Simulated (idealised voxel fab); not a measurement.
Module name: voxel self aligned vias (process module)
For reference, the cross-section in this document is cut, with width 240 nm and square cells of 5 nm.
Cross-section, as written here: a square-cell grid given band by band from the top down, where a band holds one or more rows of cells.
This entry defines a band. It first specifies the height of the band's top and the height of its bottom in nm, and then specifies the band's materials from left to right, stating each material with its width in nm. The word "everywhere" identifies a single material that fills the band from edge to edge, while the word "air" identifies empty space.
Convention: height 0 is the level below which the wafer, as received, is all one material. The lowest band does not terminate at the bottom but continues downward, represented as "0 down".
It should be noted that a width expressed as "30 to 40" varies in equal increments from row to row of cells within the band, taking the value of the first number at the top row and that of the second number at the bottom row.
The cross-section has no changed cell in any step marked "no modification".
Voids not open to the top, 8 cells minimum: see "Sealed internal cavities". Written width x height at distance; distance is from the left edge; nm.
That trailing text on a step's line, after the settings, is the simulator's own remark on the step.
A step line may carry the setting "overlay nm", which, for steps involving a mask, states the distance by which the mask lay to the right of its intended position; negative values denote displacement to the left.
### Set out below are the planned steps of the process
| 1 | RECEIVE | material Si |
| 2 | CONFORMAL_DEP | material SiO2 | thk nm 15 |
| 3 | CONFORMAL_DEP | material SiCN | thk nm 5 |
| 4 | DIRECTIONAL_DEP | material lowk | thk nm 25 |
| 5 | MASKED_ETCH | tone open | mask id LINES | width nm 30 | pitch nm 65 | etch materials lowk | depth nm 25 | overlay nm 0 |
| 6 | CONFORMAL_DEP | material TiN | thk nm 5 |
| 7 | FILL_DEP | material W | thk nm 10 |
| 8 | CMP | height nm 45 |
| 9 | SELECTIVE_ETCH | etch materials W Ru TiN | depth nm 10 |
| 10 | FILL_DEP | material SiN | thk nm 5 |
| 11 | CMP | height nm 45 |
| 12 | DIRECTIONAL_DEP | material lowk | thk nm 20 |
| 13 | PATTERN | tone open | mask id VIAS | material resist | width nm 40 | pitch nm 65 | thk nm 15 | overlay nm 0 |
| 14 | DIRECTIONAL_ETCH | etch materials lowk | depth nm 20 |
| 15 | DIRECTIONAL_ETCH | etch materials SiN | depth nm 10 |
| 16 | STRIP | etch materials resist |
| 17 | CONFORMAL_DEP | material TiN | thk nm 5 |
| 18 | FILL_DEP | material Cu | thk nm 5 |
| 19 | CMP | height nm 65 |
| 20 | CONFORMAL_DEP | material SiCN | thk nm 5 |
### Incoming wafer, cross-sectional view, post step 1
	0 down  Si everywhere
	Sealed internal cavities: none
### Module complete, cross-section. Starting point and plan per above. One mistake made in running the module
	70 to 65  SiCN everywhere
	65 to 50  35 of lowk / 5 of TiN / 30 of Cu / 5 of TiN / 25 of lowk / 5 of TiN / 30 of Cu / 5 of TiN / 25 of lowk / 5 of TiN / 30 of Cu / 5 of TiN / 35 of lowk
	50 to 45  35 of lowk / 40 of TiN / 25 of lowk / 40 of TiN / 25 of lowk / 40 of TiN / 35 of lowk
	45 to 25  40 of lowk / 5 of TiN / 20 of lowk / 5 of TiN / 35 of lowk / 5 of TiN / 20 of lowk / 5 of TiN / 35 of lowk / 5 of TiN / 20 of lowk / 5 of TiN / 40 of lowk
	25 to 20  40 of lowk / 30 of TiN / 35 of lowk / 30 of TiN / 35 of lowk / 30 of TiN / 40 of lowk
	20 to 15  SiCN everywhere
	15 to 0  SiO2 everywhere
	0 down  Si everywhere
	Sealed internal cavities: none
Want to know what went wrong? step 7 was not run as planned; what actually ran was FILL_DEP | material lowk | thk nm 10
